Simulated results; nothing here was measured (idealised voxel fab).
Herein follows the process module entitled voxel air gaps.
Displayed cross-section: cut, width of 210 nm, square cells sized 5 nm.
Think of the cross-section as a grid of square cells. We describe it in bands, top to bottom, and each band covers one or more rows of those cells.
Top height, bottom height, nm. Materials left to right, width each, nm. Single material + "full width" = fills band edge to edge. "air" = empty.
Basically, 0 is our baseline, since under it the wafer straight out of the box is all one material. The bottom band has no lower end and keeps on going down, so it looks like "from 0 down".
When a width is written as two numbers, as in "30->40", the first number is the width in the top row of cells of the band and the second is the width in its bottom row, and the width changes by the same amount from each row to the next.
What does "stayed the same" mean for a step? It means no cell of the cross-section changed in that step.
What "Sealed-off cavities" gives you is every empty space of 8 cells or more that is cut off from the top. Each appears as width x height at distance, with the distance taken from the left edge and width, height and distance all in nm.
Note: text after step settings on the step line = simulator remark on that step.
Each step line may optionally specify "overlay nm", which for a step with a mask gives the rightward distance between the mask's planned place and where it lay, a negative value indicating the leftward direction.
Reading key. Pairs: pre-step and post-step cross-section, one process step apart; post-step view only to lowest changed band. Step between + settings: beneath pair. Runs: pairs may be from different runs of this module, same starting wafer. Continuation from pair above: only where "Pre-step section" entry says.
Pre-step section
> from 55 to 50 = TiN (25), air (15), TiN (35), air (15), TiN (35), air (15), TiN (35), air (15), TiN (20)
> from 50 to 25 = SiO2 (20), TiN (5), air (15), TiN (5), SiO2 (25), TiN (5), air (15), TiN (5), SiO2 (25), TiN (5), air (15), TiN (5), SiO2 (25), TiN (5), air (15), TiN (5), SiO2 (15)
> from 25 to 20 = SiO2 (20), TiN (25), SiO2 (25), TiN (25), SiO2 (25), TiN (25), SiO2 (25), TiN (25), SiO2 (15)
> from 20 to 15 = SiCN full width
> from 15 to 0 = SiO2 full width
> from 0 down = Si full width
> Sealed-off cavities: none
Sectional View, Post-Process
> from 60 to 55 = W full width
> from 55 to 50 = TiN (25), W (15), TiN (35), W (15), TiN (35), W (15), TiN (35), W (15), TiN (20)
> from 50 to 25 = SiO2 (20), TiN (5), W (15), TiN (5), SiO2 (25), TiN (5), W (15), TiN (5), SiO2 (25), TiN (5), W (15), TiN (5), SiO2 (25), TiN (5), W (15), TiN (5), SiO2 (15)
> Beneath the level 25, the cross-section is identical to its previous state.
> Sealed-off cavities: none
What was done to get from the upper cross-section to the lower one? FILL_DEP,material W,thk nm 5
Pre-step section: carried over from the after image of the pair right above.
Sectional View, Post-Process
> from 50 to 25 = SiO2 (20), TiN (5), W (15), TiN (5), SiO2 (25), TiN (5), W (15), TiN (5), SiO2 (25), TiN (5), W (15), TiN (5), SiO2 (25), TiN (5), W (15), TiN (5), SiO2 (15)
> Beneath the level 25, the cross-section is identical to its previous state.
> Sealed-off cavities: none
What was done to get from the upper cross-section to the lower one? CMP,height nm 50
Pre-step section: carried over from the after image of the pair right above.
Sectional View, Post-Process
> from 60 to 50 = air (10), Ru (45), air (5), Ru (45), air (5), Ru (45), air (5), Ru (45), air (5)
> Beneath the level 50, the cross-section is identical to its previous state.
> Sealed-off cavities: none
What was done to get from the upper cross-section to the lower one? EPI,material Ru,thk nm 10
Pre-step section: carried over from the after image of the pair right above.
Sectional View, Post-Process
> from 60 to 50 = air (10), Ru (45), air (5), Ru (45), air (5), Ru (45), air (5), Ru (45), air (5)
> from 50 to 25 = air (20), TiN (5), W (15), TiN (5), air (25), TiN (5), W (15), TiN (5), air (25), TiN (5), W (15), TiN (5), air (25), TiN (5), W (15), TiN (5), air (15)
> from 25 to 20 = air (20), TiN (25), air (25), TiN (25), air (25), TiN (25), air (25), TiN (25), air (15)
> Beneath the level 20, the cross-section is identical to its previous state.
> Sealed-off cavities: none
What was done to get from the upper cross-section to the lower one? SELECTIVE_ETCH,etch materials SiO2,depth nm 40
Pre-step section: carried over from the after image of the pair right above.
Sectional View, Post-Process
> from 65 to 60 = air (5), SiCN (205)
> from 60 to 50 = air (5), SiCN (5), Ru (45), SiCN (5), Ru (45), SiCN (5), Ru (45), SiCN (5), Ru (45), SiCN (5)
> from 50 to 45 = air (5), SiCN (15), TiN (5), W (15), TiN (5), SiCN (25), TiN (5), W (15), TiN (5), SiCN (25), TiN (5), W (15), TiN (5), SiCN (25), TiN (5), W (15), TiN (5), SiCN (15)
> from 45 to 25 = air (15), SiCN (5), TiN (5), W (15), TiN (5), SiCN (5), air (15), SiCN (5), TiN (5), W (15), TiN (5), SiCN (5), air (15), SiCN (5), TiN (5), W (15), TiN (5), SiCN (5), air (15), SiCN (5), TiN (5), W (15), TiN (5), SiCN (5), air (10)
> from 25 to 20 = SiCN (20), TiN (25), SiCN (25), TiN (25), SiCN (25), TiN (25), SiCN (25), TiN (25), SiCN (15)
> Beneath the level 20, the cross-section is identical to its previous state.
> Sealed-off cavities: 15 x 20 at 50; 15 x 20 at 100; 15 x 20 at 150; 10 x 20 at 200
What was done to get from the upper cross-section to the lower one? CONFORMAL_DEP,material SiCN,thk nm 5
Pre-step section
> from 60 to 50 = aC full width
> from 50 to 20 = SiO2 full width
> from 20 to 15 = SiCN full width
> from 15 to 0 = SiO2 full width
> from 0 down = Si full width
> Sealed-off cavities: none
Sectional View, Post-Process
> from 90 to 60 = resist (25), air (20), resist (30), air (20), resist (30), air (20), resist (30), air (20), resist (15)
> Beneath the level 60, the cross-section is identical to its previous state.
> Sealed-off cavities: none
What was done to get from the upper cross-section to the lower one? PATTERN,tone open,mask id LINES,material resist,width nm 20,pitch nm 50,thk nm 30,overlay nm 5
Pre-step section: carried over from the after image of the pair right above.
Sectional View, Post-Process
> from 80 to 60 = resist (25), air (20), resist (30), air (20), resist (30), air (20), resist (30), air (20), resist (15)
> from 60 to 50 = aC (25), air (20), aC (30), air (20), aC (30), air (20), aC (30), air (20), aC (15)
> Beneath the level 50, the cross-section is identical to its previous state.
> Sealed-off cavities: none
What was done to get from the upper cross-section to the lower one? DIRECTIONAL_ETCH,etch materials aC,depth nm 10
Pre-step section: carried over from the after image of the pair right above.
Sectional View, Post-Process
> from 60 to 50 = aC (25), air (20), aC (30), air (20), aC (30), air (20), aC (30), air (20), aC (15)
> Beneath the level 50, the cross-section is identical to its previous state.
> Sealed-off cavities: none
What was done to get from the upper cross-section to the lower one? STRIP,etch materials resist
Pre-step section: carried over from the after image of the pair right above.
Sectional View, Post-Process
> from 60 to 50 = aC (25), air (20), aC (30), air (20), aC (30), air (20), aC (30), air (20), aC (15)
> from 50 to 20 = SiO2 (25), air (20), SiO2 (30), air (20), SiO2 (30), air (20), SiO2 (30), air (20), SiO2 (15)
> Beneath the level 20, the cross-section is identical to its previous state.
> Sealed-off cavities: none
What was done to get from the upper cross-section to the lower one? DIRECTIONAL_ETCH,etch materials SiO2,depth nm 30
Pre-step section: carried over from the after image of the pair right above.
Sectional View, Post-Process
> from 50 to 20 = SiO2 (25), air (20), SiO2 (30), air (20), SiO2 (30), air (20), SiO2 (30), air (20), SiO2 (15)
> Beneath the level 20, the cross-section is identical to its previous state.
> Sealed-off cavities: none
What was done to get from the upper cross-section to the lower one? STRIP,etch materials aC
Pre-step section: carried over from the after image of the pair right above.
Sectional View, Post-Process
> from 55 to 50 = TiN (30), air (10), TiN (40), air (10), TiN (40), air (10), TiN (40), air (10), TiN (20)
> from 50 to 25 = SiO2 (25), TiN (5), air (10), TiN (5), SiO2 (30), TiN (5), air (10), TiN (5), SiO2 (30), TiN (5), air (10), TiN (5), SiO2 (30), TiN (5), air (10), TiN (5), SiO2 (15)
> from 25 to 20 = SiO2 (25), TiN (20), SiO2 (30), TiN (20), SiO2 (30), TiN (20), SiO2 (30), TiN (20), SiO2 (15)
> Beneath the level 20, the cross-section is identical to its previous state.
> Sealed-off cavities: none
What was done to get from the upper cross-section to the lower one? CONFORMAL_DEP,material TiN,thk nm 5
Pre-step section: carried over from the after image of the pair right above.
Sectional View, Post-Process
> from 60 to 55 = W full width
> from 55 to 50 = TiN (30), W (10), TiN (40), W (10), TiN (40), W (10), TiN (40), W (10), TiN (20)
> from 50 to 25 = SiO2 (25), TiN (5), W (10), TiN (5), SiO2 (30), TiN (5), W (10), TiN (5), SiO2 (30), TiN (5), W (10), TiN (5), SiO2 (30), TiN (5), W (10), TiN (5), SiO2 (15)
> Beneath the level 25, the cross-section is identical to its previous state.
> Sealed-off cavities: none
What was done to get from the upper cross-section to the lower one? FILL_DEP,material W,thk nm 5
Pre-step section: carried over from the after image of the pair right above.
Sectional View, Post-Process
> from 50 to 25 = SiO2 (25), TiN (5), W (10), TiN (5), SiO2 (30), TiN (5), W (10), TiN (5), SiO2 (30), TiN (5), W (10), TiN (5), SiO2 (30), TiN (5), W (10), TiN (5), SiO2 (15)
> Beneath the level 25, the cross-section is identical to its previous state.
> Sealed-off cavities: none
What was done to get from the upper cross-section to the lower one? CMP,height nm 50
Pre-step section: carried over from the after image of the pair right above.
Sectional View, Post-Process
> from 60 to 50 = air (15), Ru (40), air (10), Ru (40), air (10), Ru (40), air (10), Ru (40), air (5)
> Beneath the level 50, the cross-section is identical to its previous state.
> Sealed-off cavities: none
What was done to get from the upper cross-section to the lower one? EPI,material Ru,thk nm 10
Pre-step section: carried over from the after image of the pair right above.
Sectional View, Post-Process
> from 60 to 50 = air (15), Ru (40), air (10), Ru (40), air (10), Ru (40), air (10), Ru (40), air (5)
> from 50 to 25 = air (25), TiN (5), W (10), TiN (5), air (30), TiN (5), W (10), TiN (5), air (30), TiN (5), W (10), TiN (5), air (30), TiN (5), W (10), TiN (5), air (15)
> from 25 to 20 = air (25), TiN (20), air (30), TiN (20), air (30), TiN (20), air (30), TiN (20), air (15)
> Beneath the level 20, the cross-section is identical to its previous state.
> Sealed-off cavities: none
What was done to get from the upper cross-section to the lower one? SELECTIVE_ETCH,etch materials SiO2,depth nm 40
Pre-step section: carried over from the after image of the pair right above.
Sectional View, Post-Process
> from 65 to 60 = air (10), SiCN (200)
> from 60 to 50 = air (10), SiCN (5), Ru (40), SiCN (10), Ru (40), SiCN (10), Ru (40), SiCN (10), Ru (40), SiCN (5)
> from 50 to 45 = air (10), SiCN (15), TiN (5), W (10), TiN (5), SiCN (30), TiN (5), W (10), TiN (5), SiCN (30), TiN (5), W (10), TiN (5), SiCN (30), TiN (5), W (10), TiN (5), SiCN (15)
> from 45 to 25 = air (20), SiCN (5), TiN (5), W (10), TiN (5), SiCN (5), air (20), SiCN (5), TiN (5), W (10), TiN (5), SiCN (5), air (20), SiCN (5), TiN (5), W (10), TiN (5), SiCN (5), air (20), SiCN (5), TiN (5), W (10), TiN (5), SiCN (5), air (10)
> from 25 to 20 = SiCN (25), TiN (20), SiCN (30), TiN (20), SiCN (30), TiN (20), SiCN (30), TiN (20), SiCN (15)
> Beneath the level 20, the cross-section is identical to its previous state.
> Sealed-off cavities: 20 x 20 at 50; 20 x 20 at 100; 20 x 20 at 150; 10 x 20 at 200
What was done to get from the upper cross-section to the lower one? CONFORMAL_DEP,material SiCN,thk nm 5
Pre-step section
> from 55 to 50 = TiN (25), air (10), TiN (40), air (10), TiN (40), air (10), TiN (40), air (10), TiN (25)
> from 50 to 25 = SiO2 (20), TiN (5), air (10), TiN (5), SiO2 (30), TiN (5), air (10), TiN (5), SiO2 (30), TiN (5), air (10), TiN (5), SiO2 (30), TiN (5), air (10), TiN (5), SiO2 (20)
> from 25 to 20 = SiO2 (20), TiN (20), SiO2 (30), TiN (20), SiO2 (30), TiN (20), SiO2 (30), TiN (20), SiO2 (20)
> from 20 to 15 = SiCN full width
> from 15 to 0 = SiO2 full width
> from 0 down = Si full width
> Sealed-off cavities: none
Sectional View, Post-Process
> from 60 to 55 = SiCN full width
> from 55 to 50 = TiN (25), SiCN (10), TiN (40), SiCN (10), TiN (40), SiCN (10), TiN (40), SiCN (10), TiN (25)
> from 50 to 25 = SiO2 (20), TiN (5), SiCN (10), TiN (5), SiO2 (30), TiN (5), SiCN (10), TiN (5), SiO2 (30), TiN (5), SiCN (10), TiN (5), SiO2 (30), TiN (5), SiCN (10), TiN (5), SiO2 (20)
> Beneath the level 25, the cross-section is identical to its previous state.
> Sealed-off cavities: none
What was done to get from the upper cross-section to the lower one? FILL_DEP,material SiCN,thk nm 5
Pre-step section: carried over from the after image of the pair right above.
Sectional View, Post-Process
> from 50 to 25 = SiO2 (20), TiN (5), SiCN (10), TiN (5), SiO2 (30), TiN (5), SiCN (10), TiN (5), SiO2 (30), TiN (5), SiCN (10), TiN (5), SiO2 (30), TiN (5), SiCN (10), TiN (5), SiO2 (20)
> Beneath the level 25, the cross-section is identical to its previous state.
> Sealed-off cavities: none
What was done to get from the upper cross-section to the lower one? CMP,height nm 50
Pre-step section: carried over from the after image of the pair right above.
Sectional View, Post-Process
> from 60 to 50 = air (10), Ru (40), air (10), Ru (40), air (10), Ru (40), air (10), Ru (40), air (10)
> Beneath the level 50, the cross-section is identical to its previous state.
> Sealed-off cavities: none
What was done to get from the upper cross-section to the lower one? EPI,material Ru,thk nm 10
Pre-step section: carried over from the after image of the pair right above.
Sectional View, Post-Process
> from 60 to 50 = air (10), Ru (40), air (10), Ru (40), air (10), Ru (40), air (10), Ru (40), air (10)
> from 50 to 25 = air (20), TiN (5), SiCN (10), TiN (5), air (30), TiN (5), SiCN (10), TiN (5), air (30), TiN (5), SiCN (10), TiN (5), air (30), TiN (5), SiCN (10), TiN (5), air (20)
> from 25 to 20 = air (20), TiN (20), air (30), TiN (20), air (30), TiN (20), air (30), TiN (20), air (20)
> Beneath the level 20, the cross-section is identical to its previous state.
> Sealed-off cavities: none
What was done to get from the upper cross-section to the lower one? SELECTIVE_ETCH,etch materials SiO2,depth nm 40
Pre-step section: carried over from the after image of the pair right above.
Sectional View, Post-Process
> from 65 to 60 = air (5), SiCN (200), air (5)
> from 60 to 50 = air (5), SiCN (5), Ru (40), SiCN (10), Ru (40), SiCN (10), Ru (40), SiCN (10), Ru (40), SiCN (5), air (5)
> from 50 to 45 = air (5), SiCN (15), TiN (5), SiCN (10), TiN (5), SiCN (30), TiN (5), SiCN (10), TiN (5), SiCN (30), TiN (5), SiCN (10), TiN (5), SiCN (30), TiN (5), SiCN (10), TiN (5), SiCN (15), air (5)
> from 45 to 25 = air (15), SiCN (5), TiN (5), SiCN (10), TiN (5), SiCN (5), air (20), SiCN (5), TiN (5), SiCN (10), TiN (5), SiCN (5), air (20), SiCN (5), TiN (5), SiCN (10), TiN (5), SiCN (5), air (20), SiCN (5), TiN (5), SiCN (10), TiN (5), SiCN (5), air (15)
> from 25 to 20 = SiCN (20), TiN (20), SiCN (30), TiN (20), SiCN (30), TiN (20), SiCN (30), TiN (20), SiCN (20)
> Beneath the level 20, the cross-section is identical to its previous state.
> Sealed-off cavities: 20 x 20 at 45; 20 x 20 at 95; 20 x 20 at 145
What was done to get from the upper cross-section to the lower one? CONFORMAL_DEP,material SiCN,thk nm 5
Pre-step section
> from 60 to 50 = aC full width
> from 50 to 20 = SiO2 full width
> from 20 to 15 = SiCN full width
> from 15 to 0 = SiO2 full width
> from 0 down = Si full width
> Sealed-off cavities: none
Sectional View, Post-Process
> from 90 to 60 = air (20), resist (20), air (30), resist (20), air (30), resist (20), air (30), resist (20), air (20)
> Beneath the level 60, the cross-section is identical to its previous state.
> Sealed-off cavities: none
What was done to get from the upper cross-section to the lower one? PATTERN,tone cover,mask id LINES,material resist,width nm 20,pitch nm 50,thk nm 30,overlay nm 0
Pre-step section: carried over from the after image of the pair right above.
Sectional View, Post-Process
> from 80 to 60 = air (20), resist (20), air (30), resist (20), air (30), resist (20), air (30), resist (20), air (20)
> from 60 to 50 = air (20), aC (20), air (30), aC (20), air (30), aC (20), air (30), aC (20), air (20)
> Beneath the level 50, the cross-section is identical to its previous state.
> Sealed-off cavities: none
What was done to get from the upper cross-section to the lower one? DIRECTIONAL_ETCH,etch materials aC,depth nm 10
Pre-step section: carried over from the after image of the pair right above.
Sectional View, Post-Process
> from 60 to 50 = air (20), aC (20), air (30), aC (20), air (30), aC (20), air (30), aC (20), air (20)
> Beneath the level 50, the cross-section is identical to its previous state.
> Sealed-off cavities: none
What was done to get from the upper cross-section to the lower one? STRIP,etch materials resist
Pre-step section: carried over from the after image of the pair right above.
Sectional View, Post-Process
> from 60 to 50 = air (20), aC (20), air (30), aC (20), air (30), aC (20), air (30), aC (20), air (20)
> from 50 to 20 = air (20), SiO2 (20), air (30), SiO2 (20), air (30), SiO2 (20), air (30), SiO2 (20), air (20)
> Beneath the level 20, the cross-section is identical to its previous state.
> Sealed-off cavities: none
What was done to get from the upper cross-section to the lower one? DIRECTIONAL_ETCH,etch materials SiO2,depth nm 30
Pre-step section: carried over from the after image of the pair right above.
Sectional View, Post-Process
> from 50 to 20 = air (20), SiO2 (20), air (30), SiO2 (20), air (30), SiO2 (20), air (30), SiO2 (20), air (20)
> Beneath the level 20, the cross-section is identical to its previous state.
> Sealed-off cavities: none
What was done to get from the upper cross-section to the lower one? STRIP,etch materials aC
Pre-step section: carried over from the after image of the pair right above.
Sectional View, Post-Process
> from 55 to 50 = air (15), TiN (30), air (20), TiN (30), air (20), TiN (30), air (20), TiN (30), air (15)
> from 50 to 25 = air (15), TiN (5), SiO2 (20), TiN (5), air (20), TiN (5), SiO2 (20), TiN (5), air (20), TiN (5), SiO2 (20), TiN (5), air (20), TiN (5), SiO2 (20), TiN (5), air (15)
> from 25 to 20 = TiN (20), SiO2 (20), TiN (30), SiO2 (20), TiN (30), SiO2 (20), TiN (30), SiO2 (20), TiN (20)
> Beneath the level 20, the cross-section is identical to its previous state.
> Sealed-off cavities: none
What was done to get from the upper cross-section to the lower one? CONFORMAL_DEP,material TiN,thk nm 5
Pre-step section: carried over from the after image of the pair right above.
Sectional View, Post-Process
> from 60 to 55 = W full width
> from 55 to 50 = W (15), TiN (30), W (20), TiN (30), W (20), TiN (30), W (20), TiN (30), W (15)
> from 50 to 25 = W (15), TiN (5), SiO2 (20), TiN (5), W (20), TiN (5), SiO2 (20), TiN (5), W (20), TiN (5), SiO2 (20), TiN (5), W (20), TiN (5), SiO2 (20), TiN (5), W (15)
> Beneath the level 25, the cross-section is identical to its previous state.
> Sealed-off cavities: none
What was done to get from the upper cross-section to the lower one? FILL_DEP,material W,thk nm 5
Pre-step section: carried over from the after image of the pair right above.
Sectional View, Post-Process
> from 50 to 25 = W (15), TiN (5), SiO2 (20), TiN (5), W (20), TiN (5), SiO2 (20), TiN (5), W (20), TiN (5), SiO2 (20), TiN (5), W (20), TiN (5), SiO2 (20), TiN (5), W (15)
> Beneath the level 25, the cross-section is identical to its previous state.
> Sealed-off cavities: none
What was done to get from the upper cross-section to the lower one? CMP,height nm 50
Pre-step section: carried over from the after image of the pair right above.
Sectional View, Post-Process
> from 60 to 50 = Ru full width
> Beneath the level 50, the cross-section is identical to its previous state.
> Sealed-off cavities: none
What was done to get from the upper cross-section to the lower one? EPI,material Ru,thk nm 10
Pre-step section: carried over from the after image of the pair right above.
Sectional View, Post-Process
> from 65 to 60 = SiCN full width
> Beneath the level 60, the cross-section is identical to its previous state.
> Sealed-off cavities: none
What was done to get from the upper cross-section to the lower one? CONFORMAL_DEP,material SiCN,thk nm 5
